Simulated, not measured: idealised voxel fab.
Proc. module: voxel trench capacitor
Cross-sectional view cut (width: 240 nm; square cell size: 5 nm).
The cross-sections in this document take the form of a grid made of square cells. They are written out as bands, in order from top to bottom. Each band consists of one or more rows of cells. In this notation a band is specified by the heights of its top and bottom, in that order and in nm, after which its materials appear from left to right, each paired with its width in nm. The word "full width" attached to a single material means that material fills the band from edge to edge; the word "empty" stands for empty space. Heights from 0 (as-received wafer is one material below). Bottom band endless downward, as "0..down". Think of "30..40" as a width that walks from the first number to the second as you go down the band, top row to bottom row, taking equal-sized steps from row to row. It should be understood that the words "no modifications", when stated for a given step, signify that the cross-section underwent no change in any of its cells during that step. Entry "Enclosed void listing". Content: empty spaces with no open connection to the top, size 8 cells or greater. Each: width x height at distance. Distance: from left edge. Unit: nm. Post-settings text on a step line: simulator's own remark regarding the step. "overlay nm", when on a step's line for a step with a mask, measures how far to the right of its planned place the mask lay; a negative measure means to the left.
Intended process steps:
1 RECEIVE | material Si
2 CONFORMAL_DEP | material SiN | thk nm 5
3 PATTERN | tone open | mask id TRENCH | material resist | width nm 25 | pitch nm 40 | thk nm 15 | overlay nm 0
4 DIRECTIONAL_ETCH | etch materials SiN | depth nm 5
5 DIRECTIONAL_ETCH | etch materials Si | depth nm 40
6 STRIP | etch materials resist
7 CONFORMAL_DEP | material Al2O3 | thk nm 5
8 CONFORMAL_DEP | material TiN | thk nm 5
9 FILL_DEP | material W | thk nm 5
10 CMP | height nm 5
First of two wafers, processed according to plan:
Received-state cross-section, reflecting completion of step 1:
    0..down = Si full width
    Enclosed void listing: none
Presented here is a cross-section of the wafer after step 2 has been performed:
    5..0 = SiN full width
    Heights below 0 show no change.
Presented here is a cross-section of the wafer after step 3 has been performed:
    20..5 = resist 45 nm | empty 25 nm | resist 15 nm | empty 25 nm | resist 15 nm | empty 25 nm | resist 15 nm | empty 25 nm | resist 50 nm
    Heights below 5 show no change.
Presented here is a cross-section of the wafer after step 4 has been performed:
    20..5 = resist 45 nm | empty 25 nm | resist 15 nm | empty 25 nm | resist 15 nm | empty 25 nm | resist 15 nm | empty 25 nm | resist 50 nm
    5..0 = SiN 45 nm | empty 25 nm | SiN 15 nm | empty 25 nm | SiN 15 nm | empty 25 nm | SiN 15 nm | empty 25 nm | SiN 50 nm
    Heights below 0 show no change.
Presented here is a cross-section of the wafer after step 5 has been performed:
    20..5 = resist 45 nm | empty 25 nm | resist 15 nm | empty 25 nm | resist 15 nm | empty 25 nm | resist 15 nm | empty 25 nm | resist 50 nm
    5..0 = SiN 45 nm | empty 25 nm | SiN 15 nm | empty 25 nm | SiN 15 nm | empty 25 nm | SiN 15 nm | empty 25 nm | SiN 50 nm
    0..-40 = Si 45 nm | empty 25 nm | Si 15 nm | empty 25 nm | Si 15 nm | empty 25 nm | Si 15 nm | empty 25 nm | Si 50 nm
    Heights below -40 show no change.
Presented here is a cross-section of the wafer after step 6 has been performed:
    5..0 = SiN 45 nm | empty 25 nm | SiN 15 nm | empty 25 nm | SiN 15 nm | empty 25 nm | SiN 15 nm | empty 25 nm | SiN 50 nm
    Heights below 0 show no change.
Presented here is a cross-section of the wafer after step 7 has been performed:
    10..5 = Al2O3 50 nm | empty 15 nm | Al2O3 25 nm | empty 15 nm | Al2O3 25 nm | empty 15 nm | Al2O3 25 nm | empty 15 nm | Al2O3 55 nm
    5..0 = SiN 45 nm | Al2O3 5 nm | empty 15 nm | Al2O3 5 nm | SiN 15 nm | Al2O3 5 nm | empty 15 nm | Al2O3 5 nm | SiN 15 nm | Al2O3 5 nm | empty 15 nm | Al2O3 5 nm | SiN 15 nm | Al2O3 5 nm | empty 15 nm | Al2O3 5 nm | SiN 50 nm
    0..-35 = Si 45 nm | Al2O3 5 nm | empty 15 nm | Al2O3 5 nm | Si 15 nm | Al2O3 5 nm | empty 15 nm | Al2O3 5 nm | Si 15 nm | Al2O3 5 nm | empty 15 nm | Al2O3 5 nm | Si 15 nm | Al2O3 5 nm | empty 15 nm | Al2O3 5 nm | Si 50 nm
    -35..-40 = Si 45 nm | Al2O3 25 nm | Si 15 nm | Al2O3 25 nm | Si 15 nm | Al2O3 25 nm | Si 15 nm | Al2O3 25 nm | Si 50 nm
    Heights below -40 show no change.
Presented here is a cross-section of the wafer after step 8 has been performed:
    15..10 = TiN 55 nm | empty 5 nm | TiN 35 nm | empty 5 nm | TiN 35 nm | empty 5 nm | TiN 35 nm | empty 5 nm | TiN 60 nm
    10..5 = Al2O3 50 nm | TiN 5 nm | empty 5 nm | TiN 5 nm | Al2O3 25 nm | TiN 5 nm | empty 5 nm | TiN 5 nm | Al2O3 25 nm | TiN 5 nm | empty 5 nm | TiN 5 nm | Al2O3 25 nm | TiN 5 nm | empty 5 nm | TiN 5 nm | Al2O3 55 nm
    5..0 = SiN 45 nm | Al2O3 5 nm | TiN 5 nm | empty 5 nm | TiN 5 nm | Al2O3 5 nm | SiN 15 nm | Al2O3 5 nm | TiN 5 nm | empty 5 nm | TiN 5 nm | Al2O3 5 nm | SiN 15 nm | Al2O3 5 nm | TiN 5 nm | empty 5 nm | TiN 5 nm | Al2O3 5 nm | SiN 15 nm | Al2O3 5 nm | TiN 5 nm | empty 5 nm | TiN 5 nm | Al2O3 5 nm | SiN 50 nm
    0..-30 = Si 45 nm | Al2O3 5 nm | TiN 5 nm | empty 5 nm | TiN 5 nm | Al2O3 5 nm | Si 15 nm | Al2O3 5 nm | TiN 5 nm | empty 5 nm | TiN 5 nm | Al2O3 5 nm | Si 15 nm | Al2O3 5 nm | TiN 5 nm | empty 5 nm | TiN 5 nm | Al2O3 5 nm | Si 15 nm | Al2O3 5 nm | TiN 5 nm | empty 5 nm | TiN 5 nm | Al2O3 5 nm | Si 50 nm
    -30..-35 = Si 45 nm | Al2O3 5 nm | TiN 15 nm | Al2O3 5 nm | Si 15 nm | Al2O3 5 nm | TiN 15 nm | Al2O3 5 nm | Si 15 nm | Al2O3 5 nm | TiN 15 nm | Al2O3 5 nm | Si 15 nm | Al2O3 5 nm | TiN 15 nm | Al2O3 5 nm | Si 50 nm
    Heights below -35 show no change.
Presented here is a cross-section of the wafer after step 9 has been performed:
    20..15 = W full width
    15..10 = TiN 55 nm | W 5 nm | TiN 35 nm | W 5 nm | TiN 35 nm | W 5 nm | TiN 35 nm | W 5 nm | TiN 60 nm
    10..5 = Al2O3 50 nm | TiN 5 nm | W 5 nm | TiN 5 nm | Al2O3 25 nm | TiN 5 nm | W 5 nm | TiN 5 nm | Al2O3 25 nm | TiN 5 nm | W 5 nm | TiN 5 nm | Al2O3 25 nm | TiN 5 nm | W 5 nm | TiN 5 nm | Al2O3 55 nm
    5..0 = SiN 45 nm | Al2O3 5 nm | TiN 5 nm | W 5 nm | TiN 5 nm | Al2O3 5 nm | SiN 15 nm | Al2O3 5 nm | TiN 5 nm | W 5 nm | TiN 5 nm | Al2O3 5 nm | SiN 15 nm | Al2O3 5 nm | TiN 5 nm | W 5 nm | TiN 5 nm | Al2O3 5 nm | SiN 15 nm | Al2O3 5 nm | TiN 5 nm | W 5 nm | TiN 5 nm | Al2O3 5 nm | SiN 50 nm
    0..-30 = Si 45 nm | Al2O3 5 nm | TiN 5 nm | W 5 nm | TiN 5 nm | Al2O3 5 nm | Si 15 nm | Al2O3 5 nm | TiN 5 nm | W 5 nm | TiN 5 nm | Al2O3 5 nm | Si 15 nm | Al2O3 5 nm | TiN 5 nm | W 5 nm | TiN 5 nm | Al2O3 5 nm | Si 15 nm | Al2O3 5 nm | TiN 5 nm | W 5 nm | TiN 5 nm | Al2O3 5 nm | Si 50 nm
    Heights below -30 show no change.
Presented here is a cross-section of the wafer after step 10 has been performed:
    5..0 = SiN 45 nm | Al2O3 5 nm | TiN 5 nm | W 5 nm | TiN 5 nm | Al2O3 5 nm | SiN 15 nm | Al2O3 5 nm | TiN 5 nm | W 5 nm | TiN 5 nm | Al2O3 5 nm | SiN 15 nm | Al2O3 5 nm | TiN 5 nm | W 5 nm | TiN 5 nm | Al2O3 5 nm | SiN 15 nm | Al2O3 5 nm | TiN 5 nm | W 5 nm | TiN 5 nm | Al2O3 5 nm | SiN 50 nm
    Heights below 0 show no change.
What follows concerns the second wafer, which started out like the first and was meant to follow the very same plan; one mistake crept in when it was run, but everything up to and including step 6 is the same as for the first wafer:
Cross-section of the second wafer corresponding to the planned conclusion of step 7: no modifications
Cross-section of the second wafer corresponding to the planned conclusion of step 8:
    10..5 = TiN 50 nm | empty 15 nm | TiN 25 nm | empty 15 nm | TiN 25 nm | empty 15 nm | TiN 25 nm | empty 15 nm | TiN 55 nm
    5..0 = SiN 45 nm | TiN 5 nm | empty 15 nm | TiN 5 nm | SiN 15 nm | TiN 5 nm | empty 15 nm | TiN 5 nm | SiN 15 nm | TiN 5 nm | empty 15 nm | TiN 5 nm | SiN 15 nm | TiN 5 nm | empty 15 nm | TiN 5 nm | SiN 50 nm
    0..-35 = Si 45 nm | TiN 5 nm | empty 15 nm | TiN 5 nm | Si 15 nm | TiN 5 nm | empty 15 nm | TiN 5 nm | Si 15 nm | TiN 5 nm | empty 15 nm | TiN 5 nm | Si 15 nm | TiN 5 nm | empty 15 nm | TiN 5 nm | Si 50 nm
    -35..-40 = Si 45 nm | TiN 25 nm | Si 15 nm | TiN 25 nm | Si 15 nm | TiN 25 nm | Si 15 nm | TiN 25 nm | Si 50 nm
    Heights below -40 show no change.
Cross-section of the second wafer corresponding to the planned conclusion of step 9:
    15..10 = W full width
    10..5 = TiN 50 nm | W 15 nm | TiN 25 nm | W 15 nm | TiN 25 nm | W 15 nm | TiN 25 nm | W 15 nm | TiN 55 nm
    5..0 = SiN 45 nm | TiN 5 nm | W 15 nm | TiN 5 nm | SiN 15 nm | TiN 5 nm | W 15 nm | TiN 5 nm | SiN 15 nm | TiN 5 nm | W 15 nm | TiN 5 nm | SiN 15 nm | TiN 5 nm | W 15 nm | TiN 5 nm | SiN 50 nm
    0..-35 = Si 45 nm | TiN 5 nm | W 15 nm | TiN 5 nm | Si 15 nm | TiN 5 nm | W 15 nm | TiN 5 nm | Si 15 nm | TiN 5 nm | W 15 nm | TiN 5 nm | Si 15 nm | TiN 5 nm | W 15 nm | TiN 5 nm | Si 50 nm
    Heights below -35 show no change.
Cross-section of the second wafer corresponding to the planned conclusion of step 10:
    5..0 = SiN 45 nm | TiN 5 nm | W 15 nm | TiN 5 nm | SiN 15 nm | TiN 5 nm | W 15 nm | TiN 5 nm | SiN 15 nm | TiN 5 nm | W 15 nm | TiN 5 nm | SiN 15 nm | TiN 5 nm | W 15 nm | TiN 5 nm | SiN 50 nm
    Heights below 0 show no change.
What broke from the plan during processing? step 7 of the plan was jumped over and never run
Final wafer comparison in cells, second versus first, more or fewer per material: -84 Al2O3; +16 TiN; +68 W
